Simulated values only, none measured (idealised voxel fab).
The following is a process module called voxel trench capacitor.
Displayed cross-section: cut, width of 260 nm, square cells sized 5 nm.
Cross-section, as written here: a square-cell grid given band by band from the top down, where a band holds one or more rows of cells.
Heads up on the band format: heights come first, top then bottom, in nm. After that it's the materials left to right, each with its width in nm. A single material flagged "throughout" fills the whole band edge to edge, and "air" means there's empty space there.
The level at which height equals 0 is the one under which the wafer, as it arrives, is entirely one material. No lower edge exists for the bottom band, which continues downward and is notated as in "z 0 and below".
Note: "30->40" means the width goes from the first number (top row of the band) to the second number (bottom row) in equal steps per row of cells.
Where the words "remained the same" appear for a step, the cross-section shows no cell changed by that step; every cell remained as before.
Empty spaces counting at least 8 cells and having no open way to the top are listed in "Closed void catalog". The notation width x height at distance is used for each, the distance being from the left edge and all three values in nm.
The remark found on a step's line after its settings is issued by the simulator itself and pertains to that step.
When a step includes a mask, the "overlay nm" setting on its line states how far to the right of its planned place that mask lay, and negative values state how far to the left.
Note: before/after cross-section pairs follow, one process step per pair, after-side truncated at the lowest changed band, step and settings given beneath. Different runs of this module on the same starting wafer may supply the pairs; a pair continues the one above only where the "Pre-step" entry says so.
### Pre-step
* z 0 and below: Si throughout
* Closed void catalog: none
### Post-Process Section
* z 5 to 0: SiN throughout
* Everything below 0 is unchanged.
* Closed void catalog: none
Step lying between the two cross-sections just above: CONFORMAL_DEP (material SiN; thk nm 5)
Pre-step: identical to the post-step cross-section of the immediately preceding pair.
### Post-Process Section
* z 20 to 5: aC throughout
* Everything below 5 is unchanged.
* Closed void catalog: none
Step lying between the two cross-sections just above: DIRECTIONAL_DEP (material aC; thk nm 15)
Pre-step: identical to the post-step cross-section of the immediately preceding pair.
### Post-Process Section
* z 50 to 20: resist=70, then air=25, then resist=20, then air=25, then resist=20, then air=25, then resist=75
* Everything below 20 is unchanged.
* Closed void catalog: none
Step lying between the two cross-sections just above: PATTERN (tone open; mask id TRENCH; material resist; width nm 25; pitch nm 45; thk nm 30; overlay nm 0)
Pre-step: identical to the post-step cross-section of the immediately preceding pair.
### Post-Process Section
* z 35 to 20: resist=70, then air=25, then resist=20, then air=25, then resist=20, then air=25, then resist=75
* z 20 to 5: aC=70, then air=25, then aC=20, then air=25, then aC=20, then air=25, then aC=75
* Everything below 5 is unchanged.
* Closed void catalog: none
Step lying between the two cross-sections just above: DIRECTIONAL_ETCH (etch materials aC; depth nm 15)
Pre-step: identical to the post-step cross-section of the immediately preceding pair.
### Post-Process Section
* z 20 to 5: aC=70, then air=25, then aC=20, then air=25, then aC=20, then air=25, then aC=75
* Everything below 5 is unchanged.
* Closed void catalog: none
Step lying between the two cross-sections just above: STRIP (etch materials resist)
Pre-step: identical to the post-step cross-section of the immediately preceding pair.
### Post-Process Section
* z 20 to 5: aC=70, then air=25, then aC=20, then air=25, then aC=20, then air=25, then aC=75
* z 5 to 0: SiN=70, then air=25, then SiN=20, then air=25, then SiN=20, then air=25, then SiN=75
* Everything below 0 is unchanged.
* Closed void catalog: none
Step lying between the two cross-sections just above: DIRECTIONAL_ETCH (etch materials SiN; depth nm 5)
Pre-step: identical to the post-step cross-section of the immediately preceding pair.
### Post-Process Section
* z 20 to 5: aC=70, then air=25, then aC=20, then air=25, then aC=20, then air=25, then aC=75
* z 5 to 0: SiN=70, then air=25, then SiN=20, then air=25, then SiN=20, then air=25, then SiN=75
* z 0 to -35: Si=70, then air=25, then Si=20, then air=25, then Si=20, then air=25, then Si=75
* Everything below -35 is unchanged.
* Closed void catalog: none
Step lying between the two cross-sections just above: DIRECTIONAL_ETCH (etch materials Si; depth nm 35)
Pre-step: identical to the post-step cross-section of the immediately preceding pair.
### Post-Process Section
* z 5 to 0: SiN=70, then air=25, then SiN=20, then air=25, then SiN=20, then air=25, then SiN=75
* Everything below 0 is unchanged.
* Closed void catalog: none
Step lying between the two cross-sections just above: STRIP (etch materials aC)
Pre-step: identical to the post-step cross-section of the immediately preceding pair.
### Post-Process Section
* z 10 to 5: Al2O3=75, then air=15, then Al2O3=30, then air=15, then Al2O3=30, then air=15, then Al2O3=80
* z 5 to 0: SiN=70, then Al2O3=5, then air=15, then Al2O3=5, then SiN=20, then Al2O3=5, then air=15, then Al2O3=5, then SiN=20, then Al2O3=5, then air=15, then Al2O3=5, then SiN=75
* z 0 to -30: Si=70, then Al2O3=5, then air=15, then Al2O3=5, then Si=20, then Al2O3=5, then air=15, then Al2O3=5, then Si=20, then Al2O3=5, then air=15, then Al2O3=5, then Si=75
* z -30 to -35: Si=70, then Al2O3=25, then Si=20, then Al2O3=25, then Si=20, then Al2O3=25, then Si=75
* Everything below -35 is unchanged.
* Closed void catalog: none
Step lying between the two cross-sections just above: CONFORMAL_DEP (material Al2O3; thk nm 5)
Pre-step: identical to the post-step cross-section of the immediately preceding pair.
### Post-Process Section
* z 20 to 10: polySi throughout
* z 10 to 5: Al2O3=75, then polySi=15, then Al2O3=30, then polySi=15, then Al2O3=30, then polySi=15, then Al2O3=80
* z 5 to 0: SiN=70, then Al2O3=5, then polySi=15, then Al2O3=5, then SiN=20, then Al2O3=5, then polySi=15, then Al2O3=5, then SiN=20, then Al2O3=5, then polySi=15, then Al2O3=5, then SiN=75
* z 0 to -30: Si=70, then Al2O3=5, then polySi=15, then Al2O3=5, then Si=20, then Al2O3=5, then polySi=15, then Al2O3=5, then Si=20, then Al2O3=5, then polySi=15, then Al2O3=5, then Si=75
* Everything below -30 is unchanged.
* Closed void catalog: none
Step lying between the two cross-sections just above: FILL_DEP (material polySi; thk nm 10)
Pre-step: identical to the post-step cross-section of the immediately preceding pair.
### Post-Process Section
* z 5 to 0: SiN=70, then Al2O3=5, then polySi=15, then Al2O3=5, then SiN=20, then Al2O3=5, then polySi=15, then Al2O3=5, then SiN=20, then Al2O3=5, then polySi=15, then Al2O3=5, then SiN=75
* Everything below 0 is unchanged.
* Closed void catalog: none
Step lying between the two cross-sections just above: CMP (height nm 5)
### Pre-step
* z 20 to 5: aC=70, then air=25, then aC=20, then air=25, then aC=20, then air=25, then aC=75
* z 5 to 0: SiN=70, then air=25, then SiN=20, then air=25, then SiN=20, then air=25, then SiN=75
* z 0 to -35: Si=70, then air=25, then Si=20, then air=25, then Si=20, then air=25, then Si=75
* z -35 and below: Si throughout
* Closed void catalog: none
### Post-Process Section
* z 20 to 5: aC=70, then air=25, then aC=20, then air=25, then aC=20, then air=25, then aC=75
* z 5 to 0: SiN=70, then air=25, then SiN=20, then air=25, then SiN=20, then air=25, then SiN=75
* z 0 to -70: Si=70, then air=25, then Si=20, then air=25, then Si=20, then air=25, then Si=75
* Everything below -70 is unchanged.
* Closed void catalog: none
Step lying between the two cross-sections just above: DIRECTIONAL_ETCH (etch materials Si; depth nm 35)
Pre-step: identical to the post-step cross-section of the immediately preceding pair.
### Post-Process Section
* z 5 to 0: SiN=70, then air=25, then SiN=20, then air=25, then SiN=20, then air=25, then SiN=75
* Everything below 0 is unchanged.
* Closed void catalog: none
Step lying between the two cross-sections just above: STRIP (etch materials aC)
Pre-step: identical to the post-step cross-section of the immediately preceding pair.
### Post-Process Section
* z 10 to 5: Al2O3=75, then air=15, then Al2O3=30, then air=15, then Al2O3=30, then air=15, then Al2O3=80
* z 5 to 0: SiN=70, then Al2O3=5, then air=15, then Al2O3=5, then SiN=20, then Al2O3=5, then air=15, then Al2O3=5, then SiN=20, then Al2O3=5, then air=15, then Al2O3=5, then SiN=75
* z 0 to -65: Si=70, then Al2O3=5, then air=15, then Al2O3=5, then Si=20, then Al2O3=5, then air=15, then Al2O3=5, then Si=20, then Al2O3=5, then air=15, then Al2O3=5, then Si=75
* z -65 to -70: Si=70, then Al2O3=25, then Si=20, then Al2O3=25, then Si=20, then Al2O3=25, then Si=75
* Everything below -70 is unchanged.
* Closed void catalog: none
Step lying between the two cross-sections just above: CONFORMAL_DEP (material Al2O3; thk nm 5)
Pre-step: identical to the post-step cross-section of the immediately preceding pair.
### Post-Process Section
* z 20 to 10: polySi throughout
* z 10 to 5: Al2O3=75, then polySi=15, then Al2O3=30, then polySi=15, then Al2O3=30, then polySi=15, then Al2O3=80
* z 5 to 0: SiN=70, then Al2O3=5, then polySi=15, then Al2O3=5, then SiN=20, then Al2O3=5, then polySi=15, then Al2O3=5, then SiN=20, then Al2O3=5, then polySi=15, then Al2O3=5, then SiN=75
* z 0 to -65: Si=70, then Al2O3=5, then polySi=15, then Al2O3=5, then Si=20, then Al2O3=5, then polySi=15, then Al2O3=5, then Si=20, then Al2O3=5, then polySi=15, then Al2O3=5, then Si=75
* Everything below -65 is unchanged.
* Closed void catalog: none
Step lying between the two cross-sections just above: FILL_DEP (material polySi; thk nm 10)
Pre-step: identical to the post-step cross-section of the immediately preceding pair.
### Post-Process Section
* z 5 to 0: SiN=70, then Al2O3=5, then polySi=15, then Al2O3=5, then SiN=20, then Al2O3=5, then polySi=15, then Al2O3=5, then SiN=20, then Al2O3=5, then polySi=15, then Al2O3=5, then SiN=75
* Everything below 0 is unchanged.
* Closed void catalog: none
Step lying between the two cross-sections just above: CMP (height nm 5)
### Pre-step
* z 20 to 5: aC=70, then air=25, then aC=20, then air=25, then aC=20, then air=25, then aC=75
* z 5 to 0: SiN=70, then air=25, then SiN=20, then air=25, then SiN=20, then air=25, then SiN=75
* z 0 and below: Si throughout
* Closed void catalog: none
### Post-Process Section
* z 5 to 0: SiN=70, then air=25, then SiN=20, then air=25, then SiN=20, then air=25, then SiN=75
* Everything below 0 is unchanged.
* Closed void catalog: none
Step lying between the two cross-sections just above: STRIP (etch materials aC)
Pre-step: identical to the post-step cross-section of the immediately preceding pair.
### Post-Process Section
* z 5 to 0: SiN=70, then air=25, then SiN=20, then air=25, then SiN=20, then air=25, then SiN=75
* z 0 to -35: Si=70, then air=25, then Si=20, then air=25, then Si=20, then air=25, then Si=75
* Everything below -35 is unchanged.
* Closed void catalog: none
Step lying between the two cross-sections just above: DIRECTIONAL_ETCH (etch materials Si; depth nm 35)
### Pre-step
* z 20 to 5: aC=70, then air=25, then aC=20, then air=25, then aC=20, then air=25, then aC=75
* z 5 to 0: SiN=70, then air=25, then SiN=20, then air=25, then SiN=20, then air=25, then SiN=75
* z 0 and below: Si throughout
* Closed void catalog: none
### Post-Process Section
* z 20 to 5: aC=70, then air=25, then aC=20, then air=25, then aC=20, then air=25, then aC=75
* z 5 to 0: SiN=70, then air=25, then SiN=20, then air=25, then SiN=20, then air=25, then SiN=75
* z 0 to -25: Si=70, then air=25, then Si=20, then air=25, then Si=20, then air=25, then Si=75
* Everything below -25 is unchanged.
* Closed void catalog: none
Step lying between the two cross-sections just above: DIRECTIONAL_ETCH (etch materials Si; depth nm 25)
Pre-step: identical to the post-step cross-section of the immediately preceding pair.
### Post-Process Section
* z 5 to 0: SiN=70, then air=25, then SiN=20, then air=25, then SiN=20, then air=25, then SiN=75
* Everything below 0 is unchanged.
* Closed void catalog: none
Step lying between the two cross-sections just above: STRIP (etch materials aC)
Pre-step: identical to the post-step cross-section of the immediately preceding pair.
### Post-Process Section
* z 10 to 5: Al2O3=75, then air=15, then Al2O3=30, then air=15, then Al2O3=30, then air=15, then Al2O3=80
* z 5 to 0: SiN=70, then Al2O3=5, then air=15, then Al2O3=5, then SiN=20, then Al2O3=5, then air=15, then Al2O3=5, then SiN=20, then Al2O3=5, then air=15, then Al2O3=5, then SiN=75
* z 0 to -20: Si=70, then Al2O3=5, then air=15, then Al2O3=5, then Si=20, then Al2O3=5, then air=15, then Al2O3=5, then Si=20, then Al2O3=5, then air=15, then Al2O3=5, then Si=75
* z -20 to -25: Si=70, then Al2O3=25, then Si=20, then Al2O3=25, then Si=20, then Al2O3=25, then Si=75
* Everything below -25 is unchanged.
* Closed void catalog: none
Step lying between the two cross-sections just above: CONFORMAL_DEP (material Al2O3; thk nm 5)
Pre-step: identical to the post-step cross-section of the immediately preceding pair.
### Post-Process Section
* z 20 to 10: polySi throughout
* z 10 to 5: Al2O3=75, then polySi=15, then Al2O3=30, then polySi=15, then Al2O3=30, then polySi=15, then Al2O3=80
* z 5 to 0: SiN=70, then Al2O3=5, then polySi=15, then Al2O3=5, then SiN=20, then Al2O3=5, then polySi=15, then Al2O3=5, then SiN=20, then Al2O3=5, then polySi=15, then Al2O3=5, then SiN=75
* z 0 to -20: Si=70, then Al2O3=5, then polySi=15, then Al2O3=5, then Si=20, then Al2O3=5, then polySi=15, then Al2O3=5, then Si=20, then Al2O3=5, then polySi=15, then Al2O3=5, then Si=75
* Everything below -20 is unchanged.
* Closed void catalog: none
Step lying between the two cross-sections just above: FILL_DEP (material polySi; thk nm 10)
Pre-step: identical to the post-step cross-section of the immediately preceding pair.
### Post-Process Section
* z 5 to 0: SiN=70, then Al2O3=5, then polySi=15, then Al2O3=5, then SiN=20, then Al2O3=5, then polySi=15, then Al2O3=5, then SiN=20, then Al2O3=5, then polySi=15, then Al2O3=5, then SiN=75
* Everything below 0 is unchanged.
* Closed void catalog: none
Step lying between the two cross-sections just above: CMP (height nm 5)
### Pre-step
* z 20 to 5: aC throughout
* z 5 to 0: SiN throughout
* z 0 and below: Si throughout
* Closed void catalog: none
### Post-Process Section
* z 50 to 20: resist=70, then air=30, then resist=15, then air=30, then resist=15, then air=30, then resist=70
* Everything below 20 is unchanged.
* Closed void catalog: none
Step lying between the two cross-sections just above: PATTERN (tone open; mask id TRENCH; material resist; width nm 30; pitch nm 45; thk nm 30; overlay nm 0)
Pre-step: identical to the post-step cross-section of the immediately preceding pair.
### Post-Process Section
* z 35 to 20: resist=70, then air=30, then resist=15, then air=30, then resist=15, then air=30, then resist=70
* z 20 to 5: aC=70, then air=30, then aC=15, then air=30, then aC=15, then air=30, then aC=70
* Everything below 5 is unchanged.
* Closed void catalog: none
Step lying between the two cross-sections just above: DIRECTIONAL_ETCH (etch materials aC; depth nm 15)
Pre-step: identical to the post-step cross-section of the immediately preceding pair.
### Post-Process Section
* z 20 to 5: aC=70, then air=30, then aC=15, then air=30, then aC=15, then air=30, then aC=70
* Everything below 5 is unchanged.
* Closed void catalog: none
Step lying between the two cross-sections just above: STRIP (etch materials resist)
Pre-step: identical to the post-step cross-section of the immediately preceding pair.
### Post-Process Section
* z 20 to 5: aC=70, then air=30, then aC=15, then air=30, then aC=15, then air=30, then aC=70
* z 5 to 0: SiN=70, then air=30, then SiN=15, then air=30, then SiN=15, then air=30, then SiN=70
* Everything below 0 is unchanged.
* Closed void catalog: none
Step lying between the two cross-sections just above: DIRECTIONAL_ETCH (etch materials SiN; depth nm 5)
Pre-step: identical to the post-step cross-section of the immediately preceding pair.
### Post-Process Section
* z 20 to 5: aC=70, then air=30, then aC=15, then air=30, then aC=15, then air=30, then aC=70
* z 5 to 0: SiN=70, then air=30, then SiN=15, then air=30, then SiN=15, then air=30, then SiN=70
* z 0 to -35: Si=70, then air=30, then Si=15, then air=30, then Si=15, then air=30, then Si=70
* Everything below -35 is unchanged.
* Closed void catalog: none
Step lying between the two cross-sections just above: DIRECTIONAL_ETCH (etch materials Si; depth nm 35)
Pre-step: identical to the post-step cross-section of the immediately preceding pair.
### Post-Process Section
* z 5 to 0: SiN=70, then air=30, then SiN=15, then air=30, then SiN=15, then air=30, then SiN=70
* Everything below 0 is unchanged.
* Closed void catalog: none
Step lying between the two cross-sections just above: STRIP (etch materials aC)
Pre-step: identical to the post-step cross-section of the immediately preceding pair.
### Post-Process Section
* z 10 to 5: Al2O3=75, then air=20, then Al2O3=25, then air=20, then Al2O3=25, then air=20, then Al2O3=75
* z 5 to 0: SiN=70, then Al2O3=5, then air=20, then Al2O3=5, then SiN=15, then Al2O3=5, then air=20, then Al2O3=5, then SiN=15, then Al2O3=5, then air=20, then Al2O3=5, then SiN=70
* z 0 to -30: Si=70, then Al2O3=5, then air=20, then Al2O3=5, then Si=15, then Al2O3=5, then air=20, then Al2O3=5, then Si=15, then Al2O3=5, then air=20, then Al2O3=5, then Si=70
* z -30 to -35: Si=70, then Al2O3=30, then Si=15, then Al2O3=30, then Si=15, then Al2O3=30, then Si=70
* Everything below -35 is unchanged.
* Closed void catalog: none
Step lying between the two cross-sections just above: CONFORMAL_DEP (material Al2O3; thk nm 5)
Pre-step: identical to the post-step cross-section of the immediately preceding pair.
### Post-Process Section
* z 20 to 10: polySi throughout
* z 10 to 5: Al2O3=75, then polySi=20, then Al2O3=25, then polySi=20, then Al2O3=25, then polySi=20, then Al2O3=75
* z 5 to 0: SiN=70, then Al2O3=5, then polySi=20, then Al2O3=5, then SiN=15, then Al2O3=5, then polySi=20, then Al2O3=5, then SiN=15, then Al2O3=5, then polySi=20, then Al2O3=5, then SiN=70
* z 0 to -30: Si=70, then Al2O3=5, then polySi=20, then Al2O3=5, then Si=15, then Al2O3=5, then polySi=20, then Al2O3=5, then Si=15, then Al2O3=5, then polySi=20, then Al2O3=5, then Si=70
* Everything below -30 is unchanged.
* Closed void catalog: none
Step lying between the two cross-sections just above: FILL_DEP (material polySi; thk nm 10)
Pre-step: identical to the post-step cross-section of the immediately preceding pair.
### Post-Process Section
* z 5 to 0: SiN=70, then Al2O3=5, then polySi=20, then Al2O3=5, then SiN=15, then Al2O3=5, then polySi=20, then Al2O3=5, then SiN=15, then Al2O3=5, then polySi=20, then Al2O3=5, then SiN=70
* Everything below 0 is unchanged.
* Closed void catalog: none
Step lying between the two cross-sections just above: CMP (height nm 5)
### Pre-step
* z 20 to 5: aC throughout
* z 5 to 0: SiN throughout
* z 0 and below: Si throughout
* Closed void catalog: none
### Post-Process Section
* z 50 to 20: resist=80, then air=25, then resist=20, then air=25, then resist=20, then air=25, then resist=65
* Everything below 20 is unchanged.
* Closed void catalog: none
Step lying between the two cross-sections just above: PATTERN (tone open; mask id TRENCH; material resist; width nm 25; pitch nm 45; thk nm 30; overlay nm 10)
Pre-step: identical to the post-step cross-section of the immediately preceding pair.
### Post-Process Section
* z 35 to 20: resist=80, then air=25, then resist=20, then air=25, then resist=20, then air=25, then resist=65
* z 20 to 5: aC=80, then air=25, then aC=20, then air=25, then aC=20, then air=25, then aC=65
* Everything below 5 is unchanged.
* Closed void catalog: none
Step lying between the two cross-sections just above: DIRECTIONAL_ETCH (etch materials aC; depth nm 15)
Pre-step: identical to the post-step cross-section of the immediately preceding pair.
### Post-Process Section
* z 20 to 5: aC=80, then air=25, then aC=20, then air=25, then aC=20, then air=25, then aC=65
* Everything below 5 is unchanged.
* Closed void catalog: none
Step lying between the two cross-sections just above: STRIP (etch materials resist)
Pre-step: identical to the post-step cross-section of the immediately preceding pair.
### Post-Process Section
* z 20 to 5: aC=80, then air=25, then aC=20, then air=25, then aC=20, then air=25, then aC=65
* z 5 to 0: SiN=80, then air=25, then SiN=20, then air=25, then SiN=20, then air=25, then SiN=65
* Everything below 0 is unchanged.
* Closed void catalog: none
Step lying between the two cross-sections just above: DIRECTIONAL_ETCH (etch materials SiN; depth nm 5)
Pre-step: identical to the post-step cross-section of the immediately preceding pair.
### Post-Process Section
* z 20 to 5: aC=80, then air=25, then aC=20, then air=25, then aC=20, then air=25, then aC=65
* z 5 to 0: SiN=80, then air=25, then SiN=20, then air=25, then SiN=20, then air=25, then SiN=65
* z 0 to -35: Si=80, then air=25, then Si=20, then air=25, then Si=20, then air=25, then Si=65
* Everything below -35 is unchanged.
* Closed void catalog: none
Step lying between the two cross-sections just above: DIRECTIONAL_ETCH (etch materials Si; depth nm 35)
Pre-step: identical to the post-step cross-section of the immediately preceding pair.
### Post-Process Section
* z 5 to 0: SiN=80, then air=25, then SiN=20, then air=25, then SiN=20, then air=25, then SiN=65
* Everything below 0 is unchanged.
* Closed void catalog: none
Step lying between the two cross-sections just above: STRIP (etch materials aC)
Pre-step: identical to the post-step cross-section of the immediately preceding pair.
### Post-Process Section
* z 10 to 5: Al2O3=85, then air=15, then Al2O3=30, then air=15, then Al2O3=30, then air=15, then Al2O3=70
* z 5 to 0: SiN=80, then Al2O3=5, then air=15, then Al2O3=5, then SiN=20, then Al2O3=5, then air=15, then Al2O3=5, then SiN=20, then Al2O3=5, then air=15, then Al2O3=5, then SiN=65
* z 0 to -30: Si=80, then Al2O3=5, then air=15, then Al2O3=5, then Si=20, then Al2O3=5, then air=15, then Al2O3=5, then Si=20, then Al2O3=5, then air=15, then Al2O3=5, then Si=65
* z -30 to -35: Si=80, then Al2O3=25, then Si=20, then Al2O3=25, then Si=20, then Al2O3=25, then Si=65
* Everything below -35 is unchanged.
* Closed void catalog: none
Step lying between the two cross-sections just above: CONFORMAL_DEP (material Al2O3; thk nm 5)
Pre-step: identical to the post-step cross-section of the immediately preceding pair.
### Post-Process Section
* z 20 to 10: polySi throughout
* z 10 to 5: Al2O3=85, then polySi=15, then Al2O3=30, then polySi=15, then Al2O3=30, then polySi=15, then Al2O3=70
* z 5 to 0: SiN=80, then Al2O3=5, then polySi=15, then Al2O3=5, then SiN=20, then Al2O3=5, then polySi=15, then Al2O3=5, then SiN=20, then Al2O3=5, then polySi=15, then Al2O3=5, then SiN=65
* z 0 to -30: Si=80, then Al2O3=5, then polySi=15, then Al2O3=5, then Si=20, then Al2O3=5, then polySi=15, then Al2O3=5, then Si=20, then Al2O3=5, then polySi=15, then Al2O3=5, then Si=65
* Everything below -30 is unchanged.
* Closed void catalog: none
Step lying between the two cross-sections just above: FILL_DEP (material polySi; thk nm 10)
Pre-step: identical to the post-step cross-section of the immediately preceding pair.
### Post-Process Section
* z 5 to 0: SiN=80, then Al2O3=5, then polySi=15, then Al2O3=5, then SiN=20, then Al2O3=5, then polySi=15, then Al2O3=5, then SiN=20, then Al2O3=5, then polySi=15, then Al2O3=5, then SiN=65
* Everything below 0 is unchanged.
* Closed void catalog: none
Step lying between the two cross-sections just above: CMP (height nm 5)
### Pre-step
* z 5 to 0: SiN=70, then air=25, then SiN=20, then air=25, then SiN=20, then air=25, then SiN=75
* z 0 to -35: Si=70, then air=25, then Si=20, then air=25, then Si=20, then air=25, then Si=75
* z -35 and below: Si throughout
* Closed void catalog: none
### Post-Process Section
* z 10 to 5: aC=75, then air=15, then aC=30, then air=15, then aC=30, then air=15, then aC=80
* z 5 to 0: SiN=70, then aC=5, then air=15, then aC=5, then SiN=20, then aC=5, then air=15, then aC=5, then SiN=20, then aC=5, then air=15, then aC=5, then SiN=75
* z 0 to -30: Si=70, then aC=5, then air=15, then aC=5, then Si=20, then aC=5, then air=15, then aC=5, then Si=20, then aC=5, then air=15, then aC=5, then Si=75
* z -30 to -35: Si=70, then aC=25, then Si=20, then aC=25, then Si=20, then aC=25, then Si=75
* Everything below -35 is unchanged.
* Closed void catalog: none
Step lying between the two cross-sections just above: CONFORMAL_DEP (material aC; thk nm 5)
Pre-step: identical to the post-step cross-section of the immediately preceding pair.
### Post-Process Section
* z 20 to 10: polySi throughout
* z 10 to 5: aC=75, then polySi=15, then aC=30, then polySi=15, then aC=30, then polySi=15, then aC=80
* z 5 to 0: SiN=70, then aC=5, then polySi=15, then aC=5, then SiN=20, then aC=5, then polySi=15, then aC=5, then SiN=20, then aC=5, then polySi=15, then aC=5, then SiN=75
* z 0 to -30: Si=70, then aC=5, then polySi=15, then aC=5, then Si=20, then aC=5, then polySi=15, then aC=5, then Si=20, then aC=5, then polySi=15, then aC=5, then Si=75
* Everything below -30 is unchanged.
* Closed void catalog: none
Step lying between the two cross-sections just above: FILL_DEP (material polySi; thk nm 10)
Pre-step: identical to the post-step cross-section of the immediately preceding pair.
### Post-Process Section
* z 5 to 0: SiN=70, then aC=5, then polySi=15, then aC=5, then SiN=20, then aC=5, then polySi=15, then aC=5, then SiN=20, then aC=5, then polySi=15, then aC=5, then SiN=75
* Everything below 0 is unchanged.
* Closed void catalog: none
Step lying between the two cross-sections just above: CMP (height nm 5)
### Pre-step
* z 20 to 5: aC throughout
* z 5 to 0: SiN throughout
* z 0 and below: Si throughout
* Closed void catalog: none
### Post-Process Section
* z 50 to 20: air=70, then resist=25, then air=20, then resist=25, then air=20, then resist=25, then air=75
* Everything below 20 is unchanged.
* Closed void catalog: none
Step lying between the two cross-sections just above: PATTERN (tone cover; mask id TRENCH; material resist; width nm 25; pitch nm 45; thk nm 30; overlay nm 0)
Pre-step: identical to the post-step cross-section of the immediately preceding pair.
### Post-Process Section
* z 35 to 20: air=70, then resist=25, then air=20, then resist=25, then air=20, then resist=25, then air=75
* z 20 to 5: air=70, then aC=25, then air=20, then aC=25, then air=20, then aC=25, then air=75
* Everything below 5 is unchanged.
* Closed void catalog: none
Step lying between the two cross-sections just above: DIRECTIONAL_ETCH (etch materials aC; depth nm 15)
Pre-step: identical to the post-step cross-section of the immediately preceding pair.
### Post-Process Section
* z 20 to 5: air=70, then aC=25, then air=20, then aC=25, then air=20, then aC=25, then air=75
* Everything below 5 is unchanged.
* Closed void catalog: none
Step lying between the two cross-sections just above: STRIP (etch materials resist)
Pre-step: identical to the post-step cross-section of the immediately preceding pair.
### Post-Process Section
* z 20 to 5: air=70, then aC=25, then air=20, then aC=25, then air=20, then aC=25, then air=75
* z 5 to 0: air=70, then SiN=25, then air=20, then SiN=25, then air=20, then SiN=25, then air=75
* Everything below 0 is unchanged.
* Closed void catalog: none
Step lying between the two cross-sections just above: DIRECTIONAL_ETCH (etch materials SiN; depth nm 5)
Pre-step: identical to the post-step cross-section of the immediately preceding pair.
### Post-Process Section
* z 20 to 5: air=70, then aC=25, then air=20, then aC=25, then air=20, then aC=25, then air=75
* z 5 to 0: air=70, then SiN=25, then air=20, then SiN=25, then air=20, then SiN=25, then air=75
* z 0 to -35: air=70, then Si=25, then air=20, then Si=25, then air=20, then Si=25, then air=75
* Everything below -35 is unchanged.
* Closed void catalog: none
Step lying between the two cross-sections just above: DIRECTIONAL_ETCH (etch materials Si; depth nm 35)
Pre-step: identical to the post-step cross-section of the immediately preceding pair.
### Post-Process Section
* z 5 to 0: air=70, then SiN=25, then air=20, then SiN=25, then air=20, then SiN=25, then air=75
* Everything below 0 is unchanged.
* Closed void catalog: none
Step lying between the two cross-sections just above: STRIP (etch materials aC)
Pre-step: identical to the post-step cross-section of the immediately preceding pair.
### Post-Process Section
* z 10 to 5: air=65, then Al2O3=35, then air=10, then Al2O3=35, then air=10, then Al2O3=35, then air=70
* z 5 to 0: air=65, then Al2O3=5, then SiN=25, then Al2O3=5, then air=10, then Al2O3=5, then SiN=25, then Al2O3=5, then air=10, then Al2O3=5, then SiN=25, then Al2O3=5, then air=70
* z 0 to -30: air=65, then Al2O3=5, then Si=25, then Al2O3=5, then air=10, then Al2O3=5, then Si=25, then Al2O3=5, then air=10, then Al2O3=5, then Si=25, then Al2O3=5, then air=70
* z -30 to -35: Al2O3=70, then Si=25, then Al2O3=20, then Si=25, then Al2O3=20, then Si=25, then Al2O3=75
* Everything below -35 is unchanged.
* Closed void catalog: none
Step lying between the two cross-sections just above: CONFORMAL_DEP (material Al2O3; thk nm 5)
Pre-step: identical to the post-step cross-section of the immediately preceding pair.
### Post-Process Section
* z 20 to 10: polySi throughout
* z 10 to 5: polySi=65, then Al2O3=35, then polySi=10, then Al2O3=35, then polySi=10, then Al2O3=35, then polySi=70
* z 5 to 0: polySi=65, then Al2O3=5, then SiN=25, then Al2O3=5, then polySi=10, then Al2O3=5, then SiN=25, then Al2O3=5, then polySi=10, then Al2O3=5, then SiN=25, then Al2O3=5, then polySi=70
* z 0 to -30: polySi=65, then Al2O3=5, then Si=25, then Al2O3=5, then polySi=10, then Al2O3=5, then Si=25, then Al2O3=5, then polySi=10, then Al2O3=5, then Si=25, then Al2O3=5, then polySi=70
* Everything below -30 is unchanged.
* Closed void catalog: none
Step lying between the two cross-sections just above: FILL_DEP (material polySi; thk nm 10)
Pre-step: identical to the post-step cross-section of the immediately preceding pair.
### Post-Process Section
* z 5 to 0: polySi=65, then Al2O3=5, then SiN=25, then Al2O3=5, then polySi=10, then Al2O3=5, then SiN=25, then Al2O3=5, then polySi=10, then Al2O3=5, then SiN=25, then Al2O3=5, then polySi=70
* Everything below 0 is unchanged.
* Closed void catalog: none
Step lying between the two cross-sections just above: CMP (height nm 5)
